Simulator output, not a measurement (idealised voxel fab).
A process module follows: voxel self aligned contacts.
It is cross-section cut that appears here, measuring 215 nm in width, its square cells being 5 nm in size.
For the purposes of this document, a cross-section shall be understood as a grid of square cells, specified as bands listed in top-to-bottom order, each band consisting of one or more rows of cells.
The entry gives the band's vertical extent as a top height and a bottom height in nm, then its horizontal make-up as materials from left to right, each with a width in nm. "empty" stands for empty space; a single material marked "edge to edge" fills the band edge to edge.
Below 0: as-received wafer, all one material; heights counted from there. Lowest band: no bottom, goes on down, written "top 0, no bottom".
Per-row width for "30->40": begins at first number (top row of band), ends at second number (bottom row), increment between rows held constant.
"remains unaltered" means the step left every cell of the cross-section as it was.
"Enclosed void listing": sealed empty spaces, 8 cells or more, no open way to top, listed width x height at distance, with distance from the left edge and width, height and distance in nm.
Step line, after settings: the simulator's comment on this step.
A step's line can hold "overlay nm"; with a mask on that step, the setting says how far right of the planned place the mask lay, while a negative setting says it lay to the left.
[Steps planned for the process]
1,RECEIVE [material Si]
2,OXIDIZE [depth nm 5]
3,DIRECTIONAL_DEP [material polySi] [thk nm 20]
4,DIRECTIONAL_DEP [material SiN] [thk nm 20]
5,PATTERN [tone cover] [mask id GATE] [material resist] [width nm 25] [pitch nm 60] [thk nm 20] [overlay nm 0]
6,DIRECTIONAL_ETCH [etch materials SiN] [depth nm 20]
7,DIRECTIONAL_ETCH [etch materials polySi] [depth nm 20]
8,STRIP [etch materials resist]
9,CONFORMAL_DEP [material SiN] [thk nm 10]
10,DIRECTIONAL_ETCH [etch materials SiN] [depth nm 10]
11,FILL_DEP [material SiO2] [thk nm 15]
12,CMP [height nm 45]
13,DIRECTIONAL_DEP [material aC] [thk nm 15]
14,PATTERN [tone open] [mask id CONTACT] [material resist] [width nm 45] [pitch nm 60] [thk nm 35] [overlay nm 0]
15,DIRECTIONAL_ETCH [etch materials aC] [depth nm 15]
16,STRIP [etch materials resist]
17,DIRECTIONAL_ETCH [etch materials SiO2] [depth nm 50]
18,STRIP [etch materials aC]
19,CONFORMAL_DEP [material TiN] [thk nm 5]
20,FILL_DEP [material W] [thk nm 5]
21,CMP [height nm 45]
22,CONFORMAL_DEP [material SiN] [thk nm 5]
[As-received wafer cross-section (after step 1)]
top 0, no bottom: Si edge to edge
Enclosed void listing: none
[Wafer at module end, in section. Began as above, planned as above, run with one mistake]
top 50, bottom 45: SiN edge to edge
top 45, bottom 40: SiO2: 55 / TiN: 15 / W: 15 / TiN: 15 / SiO2: 15 / TiN: 15 / W: 15 / TiN: 15 / SiO2: 55
top 40, bottom 20: SiO2: 30 / SiN: 35 / TiN: 5 / W: 15 / TiN: 5 / SiN: 35 / TiN: 5 / W: 15 / TiN: 5 / SiN: 35 / SiO2: 30
top 20, bottom 0: SiO2: 30 / SiN: 10 / polySi: 15 / SiN: 10 / TiN: 5 / W: 15 / TiN: 5 / SiN: 10 / polySi: 15 / SiN: 10 / TiN: 5 / W: 15 / TiN: 5 / SiN: 10 / polySi: 15 / SiN: 10 / SiO2: 30
top 0, bottom -5: SiO2: 65 / TiN: 25 / SiO2: 35 / TiN: 25 / SiO2: 65
top -5, no bottom: Si edge to edge
Enclosed void listing: none
What was done differently from what was planned? rather than as planned, step 5 actually ran as PATTERN [tone cover] [mask id GATE] [material resist] [width nm 15] [pitch nm 60] [thk nm 20] [overlay nm 0]
